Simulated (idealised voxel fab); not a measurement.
voxel wiring stack: a process module
Cross-sectional view cut (width: 220 nm; square cell size: 5 nm).
We lay out every cross-section as a grid of square cells and spell it out in bands from the top down, where one band means one or more rows of cells. Heads up on the band format: heights come first, top then bottom, in nm. After that it's the materials left to right, each with its width in nm. A single material flagged "all across" fills the whole band edge to edge, and "blank" means there's empty space there. Heights are measured from 0, the level below which the as-received wafer is all one material; the lowest band has no bottom and continues downward, written as in "0 down". Note: "30 to 40" means the width goes from the first number (top row of the band) to the second number (bottom row) in equal steps per row of cells. The cross-section has no changed cell in any step marked "remains unaltered". Voids not open to the top, 8 cells minimum: see "Fully sealed voids". Written width x height at distance; distance is from the left edge; nm. Past the settings on a step's line: simulator remark, on that step. overlay nm, on a step with a mask: how far to the right of its planned place the mask lay; to the left if negative.
# plan
step 1: op RECEIVE | material Si
step 2: op CONFORMAL_DEP | material SiO2 | thk nm 15
step 3: op DIRECTIONAL_DEP | material TiN | thk nm 5
step 4: op DIRECTIONAL_DEP | material W | thk nm 15
step 5: op DIRECTIONAL_DEP | material aC | thk nm 10
step 6: op PATTERN | tone cover | mask id METAL_1 | material resist | width nm 25 | pitch nm 40 | thk nm 30 | overlay nm 0
step 7: op DIRECTIONAL_ETCH | etch materials aC | depth nm 10
step 8: op STRIP | etch materials resist
step 9: op DIRECTIONAL_ETCH | etch materials W | depth nm 15
step 10: op DIRECTIONAL_ETCH | etch materials TiN | depth nm 5
step 11: op STRIP | etch materials aC
step 12: op CONFORMAL_DEP | material SiCN | thk nm 5
step 13: op FILL_DEP | material SiO2 | thk nm 5
step 14: op CMP | height nm 35
step 15: op CONFORMAL_DEP | material SiCN | thk nm 5
step 16: op DIRECTIONAL_DEP | material SiO2 | thk nm 30
step 17: op DIRECTIONAL_DEP | material aC | thk nm 10
step 18: op PATTERN | tone open | mask id METAL_2 | material resist | width nm 25 | pitch nm 40 | thk nm 30 | overlay nm 0
step 19: op DIRECTIONAL_ETCH | etch materials aC | depth nm 10
step 20: op STRIP | etch materials resist
step 21: op DIRECTIONAL_ETCH | etch materials SiO2 | depth nm 15
step 22: op STRIP | etch materials aC
step 23: op MASKED_ETCH | tone open | mask id METAL_2_HOLES | width nm 15 | pitch nm 40 | etch materials SiO2 | depth nm 15 | overlay nm 0
step 24: op MASKED_ETCH | tone open | mask id METAL_2_HOLES | width nm 15 | pitch nm 40 | etch materials SiCN | depth nm 5 | overlay nm 0
step 25: op CONFORMAL_DEP | material TiN | thk nm 5
step 26: op FILL_DEP | material Cu | thk nm 10
step 27: op CMP | height nm 70
step 28: op CONFORMAL_DEP | material SiN | thk nm 5
# The cross-section here shows the wafer as received, i.e. in its state after step 1
0 down: Si all across
Fully sealed voids: none
# Cross-section at module end, one run error; start and plan unchanged from above
75 to 70: SiN all across
70 to 60: SiO2: 75, then TiN: 5, then Cu: 15, then TiN: 5, then SiO2: 15, then TiN: 5, then Cu: 15, then TiN: 5, then SiO2: 80
60 to 55: SiO2: 75, then TiN: 5, then Cu: 5, then TiN: 15, then SiO2: 15, then TiN: 5, then Cu: 5, then TiN: 15, then SiO2: 80
55 to 45: SiO2: 75, then TiN: 5, then Cu: 5, then TiN: 5, then SiO2: 25, then TiN: 5, then Cu: 5, then TiN: 5, then SiO2: 90
45 to 40: SiO2: 75, then TiN: 15, then SiO2: 25, then TiN: 15, then SiO2: 90
40 to 35: SiN all across
35 to 20: SiO2: 70, then SiCN: 5, then W: 25, then SiCN: 5, then SiO2: 5, then SiCN: 5, then W: 25, then SiCN: 5, then SiO2: 75
20 to 15: SiCN: 75, then TiN: 25, then SiCN: 15, then TiN: 25, then SiCN: 80
15 to 0: SiO2 all across
0 down: Si all across
Fully sealed voids: none
Deviation noted in wafer processing: step 15 ran as: op CONFORMAL_DEP | material SiN | thk nm 5
